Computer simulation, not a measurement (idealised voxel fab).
This is a process module. Its name is voxel gate over fins.
FYI the section here is cut, 250 nm wide, cells are 5 nm squares.
When this document writes out a cross-section, it uses a grid of square cells and lists it as bands, beginning at the top and moving down, with a band standing for one or more rows of cells. Top, bottom (nm), then materials left to right with widths (nm); lone material tagged "edge to edge" fills the whole band edge to edge; "empty" = empty space. Counting heights begins at 0, where everything beneath is, in the wafer as received, one material. The lowest band has no bottom; it goes on downwards, as "0 and below" shows. With a width like "30..40", each row of cells in the band differs from the next by the same amount, the top row carrying the first number and the bottom row the second. "remained unchanged" for a step: no cell of the cross-section changed in that step. Heads up: "Internal closed voids" only lists the empty pockets with no open path to the top that are 8 cells or more, and it writes them as width x height at distance, distance from the left edge, in nm. Anything after a step's settings on that line? It's the simulator's own note about the step. On any step carrying a mask, the "overlay nm" setting, if present on the step's line, tells how far right of its planned place the mask lay; negative values point to the left.
## Planned process steps
1: op RECEIVE | material Si
2: op CONFORMAL_DEP | material SiN | thk nm 10
3: op DIRECTIONAL_DEP | material aC | thk nm 15
4: op PATTERN | tone cover | mask id FINS | material resist | width nm 15 | pitch nm 55 | thk nm 35 | overlay nm 0
5: op DIRECTIONAL_ETCH | etch materials aC | depth nm 15
6: op STRIP | etch materials resist
7: op DIRECTIONAL_ETCH | etch materials SiN | depth nm 10
8: op DIRECTIONAL_ETCH | etch materials Si | depth nm 30
9: op STRIP | etch materials aC
10: op OXIDIZE | depth nm 5
11: op FILL_DEP | material SiO2 | thk nm 10
12: op CMP | height nm 10
13: op DIRECTIONAL_DEP | material aC | thk nm 15
14: op PATTERN | tone open | mask id RAIL | material resist | width nm 15 | thk nm 30 | overlay nm 0
15: op DIRECTIONAL_ETCH | etch materials aC | depth nm 15
16: op STRIP | etch materials resist
17: op DIRECTIONAL_ETCH | etch materials SiO2 | depth nm 35
18: op STRIP | etch materials aC
19: op CONFORMAL_DEP | material TiN | thk nm 5
20: op FILL_DEP | material Ru | thk nm 5
21: op CMP | height nm 10
22: op SELECTIVE_ETCH | etch materials W Ru TiN | depth nm 30
23: op FILL_DEP | material SiO2 | thk nm 5
24: op CMP | height nm 10
25: op SELECTIVE_ETCH | etch materials SiO2 | depth nm 20
26: op STRIP | etch materials SiN
27: op CONFORMAL_DEP | material HfO2 | thk nm 5
28: op CONFORMAL_DEP | material TiN | thk nm 5
29: op FILL_DEP | material W | thk nm 15
30: op CMP | height nm 20
31: op CONFORMAL_DEP | material SiN | thk nm 10
## First of two wafers, processed according to plan
## This is the cross-section of the wafer as we received it, i.e. after step 1
0 and below: Si edge to edge
Internal closed voids: none
## Cross-section of the wafer subsequent to step 2
10 down to 0: SiN edge to edge
At heights below 0, the structure remains unaltered.
## Cross-section of the wafer subsequent to step 3
25 down to 10: aC edge to edge
At heights below 10, the structure remains unaltered.
## Cross-section of the wafer subsequent to step 4
60 down to 25: empty 90 / resist 15 / empty 40 / resist 15 / empty 90
At heights below 25, the structure remains unaltered.
## Cross-section of the wafer subsequent to step 5
45 down to 25: empty 90 / resist 15 / empty 40 / resist 15 / empty 90
25 down to 10: empty 90 / aC 15 / empty 40 / aC 15 / empty 90
At heights below 10, the structure remains unaltered.
## Cross-section of the wafer subsequent to step 6
25 down to 10: empty 90 / aC 15 / empty 40 / aC 15 / empty 90
At heights below 10, the structure remains unaltered.
## Cross-section of the wafer subsequent to step 7
25 down to 10: empty 90 / aC 15 / empty 40 / aC 15 / empty 90
10 down to 0: empty 90 / SiN 15 / empty 40 / SiN 15 / empty 90
At heights below 0, the structure remains unaltered.
## Cross-section of the wafer subsequent to step 8
25 down to 10: empty 90 / aC 15 / empty 40 / aC 15 / empty 90
10 down to 0: empty 90 / SiN 15 / empty 40 / SiN 15 / empty 90
0 down to -30: empty 90 / Si 15 / empty 40 / Si 15 / empty 90
At heights below -30, the structure remains unaltered.
## Cross-section of the wafer subsequent to step 9
10 down to 0: empty 90 / SiN 15 / empty 40 / SiN 15 / empty 90
At heights below 0, the structure remains unaltered.
## Cross-section of the wafer subsequent to step 10
10 down to 0: empty 90 / SiN 15 / empty 40 / SiN 15 / empty 90
0 down to -30: empty 90 / SiO2 5 / Si 5 / SiO2 5 / empty 40 / SiO2 5 / Si 5 / SiO2 5 / empty 90
-30 down to -35: SiO2 95 / Si 5 / SiO2 50 / Si 5 / SiO2 95
At heights below -35, the structure remains unaltered.
## Cross-section of the wafer subsequent to step 11
20 down to 10: SiO2 edge to edge
10 down to 0: SiO2 90 / SiN 15 / SiO2 40 / SiN 15 / SiO2 90
0 down to -35: SiO2 95 / Si 5 / SiO2 50 / Si 5 / SiO2 95
At heights below -35, the structure remains unaltered.
## Cross-section of the wafer subsequent to step 12
10 down to 0: SiO2 90 / SiN 15 / SiO2 40 / SiN 15 / SiO2 90
At heights below 0, the structure remains unaltered.
## Cross-section of the wafer subsequent to step 13
25 down to 10: aC edge to edge
At heights below 10, the structure remains unaltered.
## Cross-section of the wafer subsequent to step 14
55 down to 25: resist 115 / empty 15 / resist 120
At heights below 25, the structure remains unaltered.
## Cross-section of the wafer subsequent to step 15
40 down to 25: resist 115 / empty 15 / resist 120
25 down to 10: aC 115 / empty 15 / aC 120
At heights below 10, the structure remains unaltered.
## Cross-section of the wafer subsequent to step 16
25 down to 10: aC 115 / empty 15 / aC 120
At heights below 10, the structure remains unaltered.
## Cross-section of the wafer subsequent to step 17
25 down to 10: aC 115 / empty 15 / aC 120
10 down to 0: SiO2 90 / SiN 15 / SiO2 10 / empty 15 / SiO2 15 / SiN 15 / SiO2 90
0 down to -25: SiO2 95 / Si 5 / SiO2 15 / empty 15 / SiO2 20 / Si 5 / SiO2 95
At heights below -25, the structure remains unaltered.
## Cross-section of the wafer subsequent to step 18
10 down to 0: SiO2 90 / SiN 15 / SiO2 10 / empty 15 / SiO2 15 / SiN 15 / SiO2 90
At heights below 0, the structure remains unaltered.
## Cross-section of the wafer subsequent to step 19
15 down to 10: TiN 120 / empty 5 / TiN 125
10 down to 0: SiO2 90 / SiN 15 / SiO2 10 / TiN 5 / empty 5 / TiN 5 / SiO2 15 / SiN 15 / SiO2 90
0 down to -20: SiO2 95 / Si 5 / SiO2 15 / TiN 5 / empty 5 / TiN 5 / SiO2 20 / Si 5 / SiO2 95
-20 down to -25: SiO2 95 / Si 5 / SiO2 15 / TiN 15 / SiO2 20 / Si 5 / SiO2 95
At heights below -25, the structure remains unaltered.
## Cross-section of the wafer subsequent to step 20
20 down to 15: Ru edge to edge
15 down to 10: TiN 120 / Ru 5 / TiN 125
10 down to 0: SiO2 90 / SiN 15 / SiO2 10 / TiN 5 / Ru 5 / TiN 5 / SiO2 15 / SiN 15 / SiO2 90
0 down to -20: SiO2 95 / Si 5 / SiO2 15 / TiN 5 / Ru 5 / TiN 5 / SiO2 20 / Si 5 / SiO2 95
At heights below -20, the structure remains unaltered.
## Cross-section of the wafer subsequent to step 21
10 down to 0: SiO2 90 / SiN 15 / SiO2 10 / TiN 5 / Ru 5 / TiN 5 / SiO2 15 / SiN 15 / SiO2 90
At heights below 0, the structure remains unaltered.
## Cross-section of the wafer subsequent to step 22
10 down to 0: SiO2 90 / SiN 15 / SiO2 10 / empty 15 / SiO2 15 / SiN 15 / SiO2 90
0 down to -20: SiO2 95 / Si 5 / SiO2 15 / empty 15 / SiO2 20 / Si 5 / SiO2 95
At heights below -20, the structure remains unaltered.
## Cross-section of the wafer subsequent to step 23
15 down to 10: SiO2 edge to edge
10 down to 0: SiO2 90 / SiN 15 / SiO2 40 / SiN 15 / SiO2 90
0 down to -20: SiO2 95 / Si 5 / SiO2 50 / Si 5 / SiO2 95
At heights below -20, the structure remains unaltered.
## Cross-section of the wafer subsequent to step 24
10 down to 0: SiO2 90 / SiN 15 / SiO2 40 / SiN 15 / SiO2 90
At heights below 0, the structure remains unaltered.
## Cross-section of the wafer subsequent to step 25
10 down to 0: empty 90 / SiN 15 / empty 40 / SiN 15 / empty 90
0 down to -10: empty 95 / Si 5 / empty 50 / Si 5 / empty 95
At heights below -10, the structure remains unaltered.
## Cross-section of the wafer subsequent to step 26
0 down to -10: empty 95 / Si 5 / empty 50 / Si 5 / empty 95
At heights below -10, the structure remains unaltered.
## Cross-section of the wafer subsequent to step 27
5 down to 0: empty 90 / HfO2 15 / empty 40 / HfO2 15 / empty 90
0 down to -5: empty 90 / HfO2 5 / Si 5 / HfO2 5 / empty 40 / HfO2 5 / Si 5 / HfO2 5 / empty 90
-5 down to -10: HfO2 95 / Si 5 / HfO2 50 / Si 5 / HfO2 95
At heights below -10, the structure remains unaltered.
## Cross-section of the wafer subsequent to step 28
10 down to 5: empty 85 / TiN 25 / empty 30 / TiN 25 / empty 85
5 down to 0: empty 85 / TiN 5 / HfO2 15 / TiN 5 / empty 30 / TiN 5 / HfO2 15 / TiN 5 / empty 85
0 down to -5: TiN 90 / HfO2 5 / Si 5 / HfO2 5 / TiN 40 / HfO2 5 / Si 5 / HfO2 5 / TiN 90
At heights below -5, the structure remains unaltered.
## Cross-section of the wafer subsequent to step 29
25 down to 10: W edge to edge
10 down to 5: W 85 / TiN 25 / W 30 / TiN 25 / W 85
5 down to 0: W 85 / TiN 5 / HfO2 15 / TiN 5 / W 30 / TiN 5 / HfO2 15 / TiN 5 / W 85
At heights below 0, the structure remains unaltered.
## Cross-section of the wafer subsequent to step 30
20 down to 10: W edge to edge
At heights below 10, the structure remains unaltered.
## Cross-section of the wafer subsequent to step 31
30 down to 20: SiN edge to edge
At heights below 20, the structure remains unaltered.
## The second wafer: identical to the first at the outset and in its planned sequence, differing only in that one mistake was made during processing; up to and including step 27, its path is the first wafer's path
## Look at the second wafer in cross-section at the time step 28 ought to have finished
10 down to 5: empty 85 / aC 25 / empty 30 / aC 25 / empty 85
5 down to 0: empty 85 / aC 5 / HfO2 15 / aC 5 / empty 30 / aC 5 / HfO2 15 / aC 5 / empty 85
0 down to -5: aC 90 / HfO2 5 / Si 5 / HfO2 5 / aC 40 / HfO2 5 / Si 5 / HfO2 5 / aC 90
At heights below -5, the structure remains unaltered.
## Look at the second wafer in cross-section at the time step 29 ought to have finished
25 down to 10: W edge to edge
10 down to 5: W 85 / aC 25 / W 30 / aC 25 / W 85
5 down to 0: W 85 / aC 5 / HfO2 15 / aC 5 / W 30 / aC 5 / HfO2 15 / aC 5 / W 85
At heights below 0, the structure remains unaltered.
## Look at the second wafer in cross-section at the time step 30 ought to have finished
20 down to 10: W edge to edge
At heights below 10, the structure remains unaltered.
## Look at the second wafer in cross-section at the time step 31 ought to have finished
30 down to 20: SiN edge to edge
At heights below 20, the structure remains unaltered.
The plan and the run diverged here: note that step 28 departed from the planned setting and was carried out as op CONFORMAL_DEP | material aC | thk nm 5
The final cell counts differ between the wafers, with the second having more or fewer of some materials than the first: 58 fewer of TiN | 58 more of aC
